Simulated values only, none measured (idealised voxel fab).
The following process module bears the name voxel quadruple lines.
The cross-section shown here is cut; it is 280 nm wide and divided into square cells measuring 5 nm on a side.
Heads up, the way a cross-section reads in here is a grid of square cells, handed over as bands from the top down, with every band being one or more rows of cells. The entry gives the band's vertical extent as a top height and a bottom height in nm, then its horizontal make-up as materials from left to right, each with a width in nm. "blank" stands for empty space; a single material marked "full width" fills the band edge to edge. Counting heights begins at 0, where everything beneath is, in the wafer as received, one material. The lowest band has no bottom; it goes on downwards, as "0..down" shows. The width entry "30->40" should be interpreted row by row: the top row of cells in the band takes the first number, the bottom row takes the second number, and the change between adjacent rows is uniform throughout. Take "stayed the same" at face value: in the step it is given for, the cross-section changed in none of its cells. "Voids, enclosed" lists enclosed empty spaces (at least 8 cells, no open path upward to the top), each as width x height at distance from the left edge, in nm. It should be noted that, on the line of a given step, the content following the step's settings is a remark produced by the simulator itself with respect to that step. Steps that use a mask can have "overlay nm" on their line. It says how far the mask sat to the right of where it was meant to be. Negative means to the left.

### List of planned process steps
| 1 | RECEIVE, material Si |
| 2 | CONFORMAL_DEP, material Al2O3, thk nm 5 |
| 3 | DIRECTIONAL_DEP, material Ru, thk nm 10 |
| 4 | DIRECTIONAL_DEP, material polySi, thk nm 20 |
| 5 | DIRECTIONAL_DEP, material aC, thk nm 20 |
| 6 | PATTERN, tone cover, mask id MANDREL, material resist, width nm 20, thk nm 25, overlay nm 0 |
| 7 | DIRECTIONAL_ETCH, etch materials aC, depth nm 20 |
| 8 | STRIP, etch materials resist |
| 9 | CONFORMAL_DEP, material SiO2, thk nm 10 |
| 10 | DIRECTIONAL_ETCH, etch materials SiO2, depth nm 10 |
| 11 | STRIP, etch materials aC |
| 12 | DIRECTIONAL_ETCH, etch materials polySi, depth nm 20 |
| 13 | STRIP, etch materials SiO2 |
| 14 | CONFORMAL_DEP, material SiCN, thk nm 5 |
| 15 | DIRECTIONAL_ETCH, etch materials SiCN, depth nm 5 |
| 16 | STRIP, etch materials polySi |
| 17 | DIRECTIONAL_ETCH, etch materials Ru, depth nm 10 |
| 18 | STRIP, etch materials SiCN |
| 19 | FILL_DEP, material lowk, thk nm 10 |
| 20 | CMP, height nm 15 |

### Wafer as received: cross-section following step 1
  0..down: Si full width
  Voids, enclosed: none

### The plan above was carried out on the starting structure above with one mistake, and this cross-section shows the wafer at the end of the module
  15..10: lowk full width
  10..0: lowk 115 nm, then Ru 5 nm, then lowk 10 nm, then Ru 5 nm, then lowk 10 nm, then Ru 5 nm, then lowk 10 nm, then Ru 5 nm, then lowk 115 nm
  0..down: Si full width
  Voids, enclosed: none
So what did we get wrong on this run? plan step 2 never ran because it was skipped
